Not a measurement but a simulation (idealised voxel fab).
The following process module bears the name voxel spacer lines.
Cross-sectional view cut (width: 300 nm; square cell size: 5 nm).
If you're reading a cross-section in this doc, picture square cells in a grid; it comes to you as bands, top ones listed first down to the bottom, and a band can be one or more rows of cells. Band: top and bottom heights (nm) first, top before bottom; then materials from left to right, widths in nm. "edge to edge" marks a sole material filling the band edge to edge. "air" denotes empty space. Height is counted from the level 0, under which the received wafer is composed throughout of one material. The lowest of the bands is not closed at the bottom but continues downward, in the notation "0 and below". The notation "30->40" denotes a width that varies across the rows of cells in the band, beginning at the first number in the top row, finishing at the second number in the bottom row, and changing by an identical amount from each row to the next. Where a step carries "remained the same", the cross-section came out of it unchanged, cell for cell. Entry "Sealed internal cavities" = empty spaces >= 8 cells with no open way to the top; each as width x height at distance, distance from left edge, all nm. It should be noted that, on the line of a given step, the content following the step's settings is a remark produced by the simulator itself with respect to that step. "overlay nm" on a masked step: distance the mask lay right of its planned place, negative for left.
[Steps in the process plan]
1 RECEIVE | material Si
2 CONFORMAL_DEP | material Al2O3 | thk nm 5
3 DIRECTIONAL_DEP | material W | thk nm 10
4 DIRECTIONAL_DEP | material aC | thk nm 20
5 PATTERN | tone cover | mask id MANDREL | material resist | width nm 15 | pitch nm 50 | thk nm 30 | overlay nm 0
6 DIRECTIONAL_ETCH | etch materials aC | depth nm 20
7 STRIP | etch materials resist
8 CONFORMAL_DEP | material SiO2 | thk nm 10
9 DIRECTIONAL_ETCH | etch materials SiO2 | depth nm 10
10 STRIP | etch materials aC
11 DIRECTIONAL_ETCH | etch materials W | depth nm 10
12 STRIP | etch materials SiO2
13 FILL_DEP | material SiO2 | thk nm 5
14 CMP | height nm 15
[First of two wafers: run as planned]
[as received, after step 1]
    0 and below: Si edge to edge
    Sealed internal cavities: none
[State of the wafer after step 2, shown in cross-section]
    5 down to 0: Al2O3 edge to edge
    At heights below 0, the structure remains unaltered.
[State of the wafer after step 3, shown in cross-section]
    15 down to 5: W edge to edge
    At heights below 5, the structure remains unaltered.
[State of the wafer after step 4, shown in cross-section]
    35 down to 15: aC edge to edge
    At heights below 15, the structure remains unaltered.
[State of the wafer after step 5, shown in cross-section]
    65 down to 35: 90 of air; 15 of resist; 35 of air; 15 of resist; 35 of air; 15 of resist; 95 of air
    At heights below 35, the structure remains unaltered.
[State of the wafer after step 6, shown in cross-section]
    45 down to 35: 90 of air; 15 of resist; 35 of air; 15 of resist; 35 of air; 15 of resist; 95 of air
    35 down to 15: 90 of air; 15 of aC; 35 of air; 15 of aC; 35 of air; 15 of aC; 95 of air
    At heights below 15, the structure remains unaltered.
[State of the wafer after step 7, shown in cross-section]
    35 down to 15: 90 of air; 15 of aC; 35 of air; 15 of aC; 35 of air; 15 of aC; 95 of air
    At heights below 15, the structure remains unaltered.
[State of the wafer after step 8, shown in cross-section]
    45 down to 35: 80 of air; 35 of SiO2; 15 of air; 35 of SiO2; 15 of air; 35 of SiO2; 85 of air
    35 down to 25: 80 of air; 10 of SiO2; 15 of aC; 10 of SiO2; 15 of air; 10 of SiO2; 15 of aC; 10 of SiO2; 15 of air; 10 of SiO2; 15 of aC; 10 of SiO2; 85 of air
    25 down to 15: 90 of SiO2; 15 of aC; 35 of SiO2; 15 of aC; 35 of SiO2; 15 of aC; 95 of SiO2
    At heights below 15, the structure remains unaltered.
[State of the wafer after step 9, shown in cross-section]
    35 down to 15: 80 of air; 10 of SiO2; 15 of aC; 10 of SiO2; 15 of air; 10 of SiO2; 15 of aC; 10 of SiO2; 15 of air; 10 of SiO2; 15 of aC; 10 of SiO2; 85 of air
    At heights below 15, the structure remains unaltered.
[State of the wafer after step 10, shown in cross-section]
    35 down to 15: 80 of air; 10 of SiO2; 15 of air; 10 of SiO2; 15 of air; 10 of SiO2; 15 of air; 10 of SiO2; 15 of air; 10 of SiO2; 15 of air; 10 of SiO2; 85 of air
    At heights below 15, the structure remains unaltered.
[State of the wafer after step 11, shown in cross-section]
    35 down to 15: 80 of air; 10 of SiO2; 15 of air; 10 of SiO2; 15 of air; 10 of SiO2; 15 of air; 10 of SiO2; 15 of air; 10 of SiO2; 15 of air; 10 of SiO2; 85 of air
    15 down to 5: 80 of air; 10 of W; 15 of air; 10 of W; 15 of air; 10 of W; 15 of air; 10 of W; 15 of air; 10 of W; 15 of air; 10 of W; 85 of air
    At heights below 5, the structure remains unaltered.
[State of the wafer after step 12, shown in cross-section]
    15 down to 5: 80 of air; 10 of W; 15 of air; 10 of W; 15 of air; 10 of W; 15 of air; 10 of W; 15 of air; 10 of W; 15 of air; 10 of W; 85 of air
    At heights below 5, the structure remains unaltered.
[State of the wafer after step 13, shown in cross-section]
    20 down to 15: SiO2 edge to edge
    15 down to 5: 80 of SiO2; 10 of W; 15 of SiO2; 10 of W; 15 of SiO2; 10 of W; 15 of SiO2; 10 of W; 15 of SiO2; 10 of W; 15 of SiO2; 10 of W; 85 of SiO2
    At heights below 5, the structure remains unaltered.
[State of the wafer after step 14, shown in cross-section]
    15 down to 5: 80 of SiO2; 10 of W; 15 of SiO2; 10 of W; 15 of SiO2; 10 of W; 15 of SiO2; 10 of W; 15 of SiO2; 10 of W; 15 of SiO2; 10 of W; 85 of SiO2
    At heights below 5, the structure remains unaltered.
[Notes, second wafer: start = first wafer's, plan = first wafer's, execution had one mistake; history identical to first through step 4]
[Cross-sectional representation of the second wafer at the time designated in the plan for the completion of step 5]
    65 down to 35: 90 of air; 20 of resist; 30 of air; 20 of resist; 30 of air; 20 of resist; 90 of air
    At heights below 35, the structure remains unaltered.
[Cross-sectional representation of the second wafer at the time designated in the plan for the completion of step 6]
    45 down to 35: 90 of air; 20 of resist; 30 of air; 20 of resist; 30 of air; 20 of resist; 90 of air
    35 down to 15: 90 of air; 20 of aC; 30 of air; 20 of aC; 30 of air; 20 of aC; 90 of air
    At heights below 15, the structure remains unaltered.
[Cross-sectional representation of the second wafer at the time designated in the plan for the completion of step 7]
    35 down to 15: 90 of air; 20 of aC; 30 of air; 20 of aC; 30 of air; 20 of aC; 90 of air
    At heights below 15, the structure remains unaltered.
[Cross-sectional representation of the second wafer at the time designated in the plan for the completion of step 8]
    45 down to 35: 80 of air; 40 of SiO2; 10 of air; 40 of SiO2; 10 of air; 40 of SiO2; 80 of air
    35 down to 25: 80 of air; 10 of SiO2; 20 of aC; 10 of SiO2; 10 of air; 10 of SiO2; 20 of aC; 10 of SiO2; 10 of air; 10 of SiO2; 20 of aC; 10 of SiO2; 80 of air
    25 down to 15: 90 of SiO2; 20 of aC; 30 of SiO2; 20 of aC; 30 of SiO2; 20 of aC; 90 of SiO2
    At heights below 15, the structure remains unaltered.
[Cross-sectional representation of the second wafer at the time designated in the plan for the completion of step 9]
    35 down to 15: 80 of air; 10 of SiO2; 20 of aC; 10 of SiO2; 10 of air; 10 of SiO2; 20 of aC; 10 of SiO2; 10 of air; 10 of SiO2; 20 of aC; 10 of SiO2; 80 of air
    At heights below 15, the structure remains unaltered.
[Cross-sectional representation of the second wafer at the time designated in the plan for the completion of step 10]
    35 down to 15: 80 of air; 10 of SiO2; 20 of air; 10 of SiO2; 10 of air; 10 of SiO2; 20 of air; 10 of SiO2; 10 of air; 10 of SiO2; 20 of air; 10 of SiO2; 80 of air
    At heights below 15, the structure remains unaltered.
[Cross-sectional representation of the second wafer at the time designated in the plan for the completion of step 11]
    35 down to 15: 80 of air; 10 of SiO2; 20 of air; 10 of SiO2; 10 of air; 10 of SiO2; 20 of air; 10 of SiO2; 10 of air; 10 of SiO2; 20 of air; 10 of SiO2; 80 of air
    15 down to 5: 80 of air; 10 of W; 20 of air; 10 of W; 10 of air; 10 of W; 20 of air; 10 of W; 10 of air; 10 of W; 20 of air; 10 of W; 80 of air
    At heights below 5, the structure remains unaltered.
[Cross-sectional representation of the second wafer at the time designated in the plan for the completion of step 12]
    15 down to 5: 80 of air; 10 of W; 20 of air; 10 of W; 10 of air; 10 of W; 20 of air; 10 of W; 10 of air; 10 of W; 20 of air; 10 of W; 80 of air
    At heights below 5, the structure remains unaltered.
[Cross-sectional representation of the second wafer at the time designated in the plan for the completion of step 13]
    20 down to 15: SiO2 edge to edge
    15 down to 5: 80 of SiO2; 10 of W; 20 of SiO2; 10 of W; 10 of SiO2; 10 of W; 20 of SiO2; 10 of W; 10 of SiO2; 10 of W; 20 of SiO2; 10 of W; 80 of SiO2
    At heights below 5, the structure remains unaltered.
[Cross-sectional representation of the second wafer at the time designated in the plan for the completion of step 14]
    15 down to 5: 80 of SiO2; 10 of W; 20 of SiO2; 10 of W; 10 of SiO2; 10 of W; 20 of SiO2; 10 of W; 10 of SiO2; 10 of W; 20 of SiO2; 10 of W; 80 of SiO2
    At heights below 5, the structure remains unaltered.
Where did the run depart from the plan? step 5, actual vs plan mismatch, actual run PATTERN | tone cover | mask id MANDREL | material resist | width nm 20 | pitch nm 50 | thk nm 30 | overlay nm 0
Upon completion, the cell count for each material on the second wafer equals that on the first, whereas the spatial distribution of those cells differs.
